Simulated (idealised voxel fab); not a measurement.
process module | voxel wiring stack
cross-section cut | 285 nm wide | cells 5 nm
A cross-section is a grid of square cells, given in bands from the top down. A band is one or more rows of cells.
Each band's line starts with the height of the band's top and of its bottom, in nm. Then come its materials from left to right, each with its width in nm. One material with "throughout" fills the band from edge to edge. "air" is empty space.
Height 0 is the level under which the wafer as received is all one material. The lowest band goes on downwards, as in "0 down".
A width such as "30 to 40" changes by the same amount from each row of cells to the next, from the band's top row to its bottom row.
"no change" after a step means that no cell of the cross-section changed.
closed voids: empty space of 8 cells or more with no open way to the top, each as width x height at its distance from the left edge, in nm
after a step's settings: what the simulator itself notes on the step
overlay nm, on a step with a mask: how far to the right of its planned place the mask lay; to the left if negative
plan
1 op RECEIVE | material Si
2 op CONFORMAL_DEP | material SiO2 | thk nm 15
3 op CONFORMAL_DEP | material SiCN | thk nm 5
4 op DIRECTIONAL_DEP | material lowk | thk nm 15
5 op DIRECTIONAL_DEP | material aC | thk nm 10
6 op PATTERN | tone open | mask id METAL_1 | material resist | width nm 20 | pitch nm 50 | thk nm 30 | overlay nm 0
7 op DIRECTIONAL_ETCH | etch materials aC | depth nm 10
8 op STRIP | etch materials resist
9 op DIRECTIONAL_ETCH | etch materials lowk | depth nm 15
10 op DIRECTIONAL_ETCH | etch materials SiCN | depth nm 5
11 op STRIP | etch materials aC
12 op CONFORMAL_DEP | material TiN | thk nm 5
13 op FILL_DEP | material Cu | thk nm 10
14 op CMP | height nm 35
15 op CONFORMAL_DEP | material SiCN | thk nm 5
16 op DIRECTIONAL_DEP | material lowk | thk nm 30
17 op PATTERN | tone open | mask id METAL_2_HOLES | material resist | width nm 15 | pitch nm 50 | thk nm 15 | overlay nm 0
18 op DIRECTIONAL_ETCH | etch materials lowk | depth nm 30
19 op STRIP | etch materials resist
20 op DIRECTIONAL_DEP | material aC | thk nm 15
21 op PATTERN | tone open | mask id METAL_2 | material resist | width nm 20 | pitch nm 50 | thk nm 35 | overlay nm -15
22 op DIRECTIONAL_ETCH | etch materials aC | depth nm 15
23 op STRIP | etch materials resist
24 op DIRECTIONAL_ETCH | etch materials lowk | depth nm 15
25 op DIRECTIONAL_ETCH | etch materials SiCN | depth nm 5
26 op STRIP | etch materials aC
27 op CONFORMAL_DEP | material TiN | thk nm 5
28 op FILL_DEP | material Cu | thk nm 5
29 op CMP | height nm 70
30 op CONFORMAL_DEP | material SiCN | thk nm 5
varied across the wafers: overlay nm of step 21. The plan shows the first wafer's value. All wafers start alike
first wafer as received, after step 1
  0 down: Si throughout
  closed voids: none
first wafer at the end, after step 30
  75 to 70: SiCN throughout
  70 to 60: lowk 65 | TiN 5 | Cu 20 | TiN 5 | lowk 20 | TiN 5 | Cu 20 | TiN 5 | lowk 20 | TiN 5 | Cu 20 | TiN 5 | lowk 90
  60 to 55: lowk 65 | TiN 20 | Cu 5 | TiN 5 | lowk 20 | TiN 20 | Cu 5 | TiN 5 | lowk 20 | TiN 20 | Cu 5 | TiN 5 | lowk 90
  55 to 45: lowk 80 | TiN 5 | Cu 5 | TiN 5 | lowk 35 | TiN 5 | Cu 5 | TiN 5 | lowk 35 | TiN 5 | Cu 5 | TiN 5 | lowk 90
  45 to 40: lowk 80 | TiN 15 | lowk 35 | TiN 15 | lowk 35 | TiN 15 | lowk 90
  40 to 35: SiCN 80 | TiN 5 | SiCN 45 | TiN 5 | SiCN 45 | TiN 5 | SiCN 100
  35 to 20: lowk 80 | TiN 5 | Cu 10 | TiN 5 | lowk 30 | TiN 5 | Cu 10 | TiN 5 | lowk 30 | TiN 5 | Cu 10 | TiN 5 | lowk 85
  20 to 15: SiCN 80 | TiN 20 | SiCN 30 | TiN 20 | SiCN 30 | TiN 20 | SiCN 85
  15 to 0: SiO2 throughout
  0 down: Si throughout
  closed voids: none
last wafer at the end
  75 to 70: SiCN throughout
  70 to 60: lowk 80 | TiN 5 | Cu 25 | TiN 5 | lowk 15 | TiN 5 | Cu 25 | TiN 5 | lowk 15 | TiN 5 | Cu 25 | TiN 5 | lowk 70
  60 to 55: lowk 80 | TiN 5 | Cu 5 | TiN 25 | lowk 15 | TiN 5 | Cu 5 | TiN 25 | lowk 15 | TiN 5 | Cu 5 | TiN 25 | lowk 70
  55 to 45: lowk 80 | TiN 5 | Cu 5 | TiN 5 | lowk 35 | TiN 5 | Cu 5 | TiN 5 | lowk 35 | TiN 5 | Cu 5 | TiN 5 | lowk 90
  45 to 40: lowk 80 | TiN 15 | lowk 35 | TiN 15 | lowk 35 | TiN 15 | lowk 90
  40 to 35: SiCN throughout
  35 to 20: lowk 80 | TiN 5 | Cu 10 | TiN 5 | lowk 30 | TiN 5 | Cu 10 | TiN 5 | lowk 30 | TiN 5 | Cu 10 | TiN 5 | lowk 85
  20 to 15: SiCN 80 | TiN 20 | SiCN 30 | TiN 20 | SiCN 30 | TiN 20 | SiCN 85
  15 to 0: SiO2 throughout
  0 down: Si throughout
  closed voids: none
each wafer at the end: cells of each material gained (+) or lost (-) since it was received, then its closed voids
overlay nm -15 | +51 Cu | +156 SiCN | +171 SiO2 | +81 TiN | +396 lowk | closed voids: none
overlay nm -10 | +45 Cu | +153 SiCN | +171 SiO2 | +81 TiN | +405 lowk | closed voids: none
overlay nm -5 | +42 Cu | +150 SiCN | +171 SiO2 | +78 TiN | +414 lowk | closed voids: none
overlay nm 0 | +42 Cu | +150 SiCN | +171 SiO2 | +78 TiN | +414 lowk | closed voids: none
overlay nm 5 | +45 Cu | +153 SiCN | +171 SiO2 | +81 TiN | +405 lowk | closed voids: none
overlay nm 10 | +51 Cu | +156 SiCN | +171 SiO2 | +81 TiN | +396 lowk | closed voids: none
overlay nm 15 | +57 Cu | +159 SiCN | +171 SiO2 | +81 TiN | +387 lowk | closed voids: none
